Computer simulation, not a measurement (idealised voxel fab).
process module | voxel self aligned vias
cross-section cut | 235 nm wide | cells 5 nm
A cross-section is a grid of square cells, given in bands from the top down. A band is one or more rows of cells.
Each band's line starts with the height of the band's top and of its bottom, in nm. Then come its materials from left to right, each with its width in nm. One material with "throughout" fills the band from edge to edge. "air" is empty space.
Height 0 is the level under which the wafer as received is all one material. The lowest band goes on downwards, as in "0 down".
A width such as "30 to 40" changes by the same amount from each row of cells to the next, from the band's top row to its bottom row.
"no change" after a step means that no cell of the cross-section changed.
closed voids: empty space of 8 cells or more with no open way to the top, each as width x height at its distance from the left edge, in nm
after a step's settings: what the simulator itself notes on the step
overlay nm, on a step with a mask: how far to the right of its planned place the mask lay; to the left if negative
plan
1 op RECEIVE | material Si
2 op CONFORMAL_DEP | material SiO2 | thk nm 10
3 op CONFORMAL_DEP | material SiCN | thk nm 5
4 op DIRECTIONAL_DEP | material lowk | thk nm 25
5 op DIRECTIONAL_DEP | material aC | thk nm 15
6 op PATTERN | tone open | mask id LINES | material resist | width nm 20 | pitch nm 50 | thk nm 35 | overlay nm 0
7 op DIRECTIONAL_ETCH | etch materials aC | depth nm 15
8 op STRIP | etch materials resist
9 op DIRECTIONAL_ETCH | etch materials lowk | depth nm 25
10 op STRIP | etch materials aC
11 op CONFORMAL_DEP | material TiN | thk nm 5
12 op FILL_DEP | material Ru | thk nm 5
13 op CMP | height nm 40
14 op SELECTIVE_ETCH | etch materials W Ru TiN | depth nm 5
15 op FILL_DEP | material SiN | thk nm 5
16 op CMP | height nm 40
17 op DIRECTIONAL_DEP | material lowk | thk nm 20
18 op DIRECTIONAL_DEP | material aC | thk nm 15
19 op PATTERN | tone open | mask id VIAS | material resist | width nm 30 | thk nm 30 | overlay nm 0
20 op DIRECTIONAL_ETCH | etch materials aC | depth nm 15
21 op STRIP | etch materials resist
22 op DIRECTIONAL_ETCH | etch materials lowk | depth nm 20
23 op DIRECTIONAL_ETCH | etch materials SiN | depth nm 5
24 op STRIP | etch materials aC
25 op CONFORMAL_DEP | material TiN | thk nm 5
26 op FILL_DEP | material Ru | thk nm 5
27 op CMP | height nm 60
28 op CONFORMAL_DEP | material SiCN | thk nm 5
as received, after step 1
  0 down: Si throughout
  closed voids: none
first wafer at the end, as planned
  65 to 60: SiCN throughout
  60 to 45: lowk 75 | TiN 5 | Ru 20 | TiN 5 | lowk 130
  45 to 40: lowk 75 | TiN 10 | Ru 10 | TiN 10 | lowk 130
  40 to 35: lowk 80 | TiN 20 | lowk 30 | SiN 20 | lowk 85
  35 to 20: lowk 80 | TiN 5 | Ru 10 | TiN 5 | lowk 30 | TiN 5 | Ru 10 | TiN 5 | lowk 85
  20 to 15: lowk 80 | TiN 20 | lowk 30 | TiN 20 | lowk 85
  15 to 10: SiCN throughout
  10 to 0: SiO2 throughout
  0 down: Si throughout
  closed voids: none
second wafer at the end: like start, like plan, one mistake
  65 to 60: SiCN throughout
  60 to 40: lowk 75 | TiN 5 | Ru 20 | TiN 5 | lowk 130
  40 to 35: lowk 75 | TiN 30 | lowk 25 | SiN 20 | lowk 85
  35 to 20: lowk 75 | TiN 10 | Ru 10 | TiN 10 | lowk 25 | TiN 5 | Ru 10 | TiN 5 | lowk 85
  20 to 15: lowk 80 | TiN 20 | lowk 30 | TiN 20 | lowk 85
  15 to 10: SiCN throughout
  10 to 0: SiO2 throughout
  0 down: Si throughout
  closed voids: none
what went wrong: step 22 was run twice
at the end the second wafer has, in cells: 2 more of Ru | 6 more of TiN | 8 fewer of lowk
